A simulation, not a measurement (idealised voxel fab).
process module | voxel transistor to metal
cross-section cut | 155 nm wide | cells 5 nm
A cross-section is a grid of square cells, given in bands from the top down. A band is one or more rows of cells.
Each band's line starts with the height of the band's top and of its bottom, in nm. Then come its materials from left to right, each with its width in nm. One material with "throughout" fills the band from edge to edge. "air" is empty space.
Height 0 is the level under which the wafer as received is all one material. The lowest band goes on downwards, as in "0 down".
A width such as "30 to 40" changes by the same amount from each row of cells to the next, from the band's top row to its bottom row.
"no change" after a step means that no cell of the cross-section changed.
closed voids: empty space of 8 cells or more with no open way to the top, each as width x height at its distance from the left edge, in nm
after a step's settings: what the simulator itself notes on the step
overlay nm, on a step with a mask: how far to the right of its planned place the mask lay; to the left if negative
plan
1 op RECEIVE | material Si
2 op OXIDIZE | depth nm 5
3 op CONFORMAL_DEP | material SiN | thk nm 15
4 op DIRECTIONAL_DEP | material aC | thk nm 10
5 op PATTERN | tone cover | mask id ACTIVE | material resist | width nm 105 | thk nm 25 | overlay nm 0
6 op DIRECTIONAL_ETCH | etch materials aC | depth nm 10
7 op STRIP | etch materials resist
8 op DIRECTIONAL_ETCH | etch materials SiN | depth nm 15
9 op DIRECTIONAL_ETCH | etch materials SiO2 | depth nm 5
10 op DIRECTIONAL_ETCH | etch materials Si | depth nm 30
11 op STRIP | etch materials aC
12 op OXIDIZE | depth nm 5
13 op FILL_DEP | material SiO2 | thk nm 15
14 op CMP | height nm 15
15 op SELECTIVE_ETCH | etch materials SiO2 | depth nm 15
16 op STRIP | etch materials SiN
17 op SELECTIVE_ETCH | etch materials SiO2 | depth nm 5
18 op OXIDIZE | depth nm 5
19 op DIRECTIONAL_DEP | material polySi | thk nm 25
20 op DIRECTIONAL_DEP | material SiCN | thk nm 10
21 op PATTERN | tone cover | mask id GATE | material resist | width nm 15 | thk nm 15 | overlay nm 0
22 op DIRECTIONAL_ETCH | etch materials SiCN | depth nm 20
23 op DIRECTIONAL_ETCH | etch materials polySi | depth nm 35
24 op STRIP | etch materials resist
25 op CONFORMAL_DEP | material SiN | thk nm 10
26 op DIRECTIONAL_ETCH | etch materials SiN | depth nm 10
27 op DIRECTIONAL_ETCH | etch materials SiO2 | depth nm 5
28 op EPI | material nSi | thk nm 5
29 op FILL_DEP | material SiO2 | thk nm 10
30 op CMP | height nm 30
31 op DIRECTIONAL_DEP | material SiO2 | thk nm 10
32 op PATTERN | tone open | mask id CONTACT | material resist | width nm 30 | pitch nm 55 | thk nm 20 | overlay nm 0
33 op DIRECTIONAL_ETCH | etch materials SiO2 | depth nm 45
34 op STRIP | etch materials resist
35 op CONFORMAL_DEP | material TiN | thk nm 5
36 op FILL_DEP | material Ru | thk nm 5
37 op CMP | height nm 40
38 op DIRECTIONAL_DEP | material TiN | thk nm 5
39 op DIRECTIONAL_DEP | material Ru | thk nm 15
40 op PATTERN | tone cover | mask id METAL_1 | material resist | width nm 20 | pitch nm 65 | thk nm 15 | overlay nm 0
41 op DIRECTIONAL_ETCH | etch materials Ru | depth nm 15
42 op DIRECTIONAL_ETCH | etch materials TiN | depth nm 5
43 op STRIP | etch materials resist
44 op CONFORMAL_DEP | material SiN | thk nm 5
45 op FILL_DEP | material SiO2 | thk nm 5
46 op CMP | height nm 60
47 op CONFORMAL_DEP | material SiCN | thk nm 5
48 op DIRECTIONAL_DEP | material SiO2 | thk nm 35
49 op DIRECTIONAL_DEP | material aC | thk nm 10
50 op PATTERN | tone open | mask id METAL_2_HOLES | material resist | width nm 15 | pitch nm 65 | thk nm 30 | overlay nm 0
51 op DIRECTIONAL_ETCH | etch materials aC | depth nm 10
52 op STRIP | etch materials resist
53 op DIRECTIONAL_ETCH | etch materials SiO2 | depth nm 35
54 op STRIP | etch materials aC
55 op DIRECTIONAL_DEP | material aC | thk nm 15
56 op PATTERN | tone open | mask id METAL_2 | material resist | width nm 20 | pitch nm 65 | thk nm 35 | overlay nm 0
57 op DIRECTIONAL_ETCH | etch materials aC | depth nm 15
58 op STRIP | etch materials resist
59 op DIRECTIONAL_ETCH | etch materials SiO2 | depth nm 20
60 op DIRECTIONAL_ETCH | etch materials SiCN | depth nm 5
61 op STRIP | etch materials aC
62 op CONFORMAL_DEP | material TiN | thk nm 5
63 op FILL_DEP | material Ru | thk nm 5
64 op CMP | height nm 100
65 op CONFORMAL_DEP | material SiN | thk nm 5
varied across the wafers: thk nm of step 65. The plan shows the first wafer's value. All wafers start alike
first wafer as received, after step 1
  0 down: Si throughout
  closed voids: none
each wafer at the end: cells of each material gained (+) or lost (-) since it was received, then its closed voids
thk nm 5 | +94 Ru | -134 Si | +31 SiCN | +94 SiN | +449 SiO2 | +88 TiN | +14 nSi | +15 polySi | closed voids: none
thk nm 10 | +94 Ru | -134 Si | +31 SiCN | +125 SiN | +449 SiO2 | +88 TiN | +14 nSi | +15 polySi | closed voids: none
thk nm 15 | +94 Ru | -134 Si | +31 SiCN | +156 SiN | +449 SiO2 | +88 TiN | +14 nSi | +15 polySi | closed voids: none
thk nm 20 | +94 Ru | -134 Si | +31 SiCN | +187 SiN | +449 SiO2 | +88 TiN | +14 nSi | +15 polySi | closed voids: none
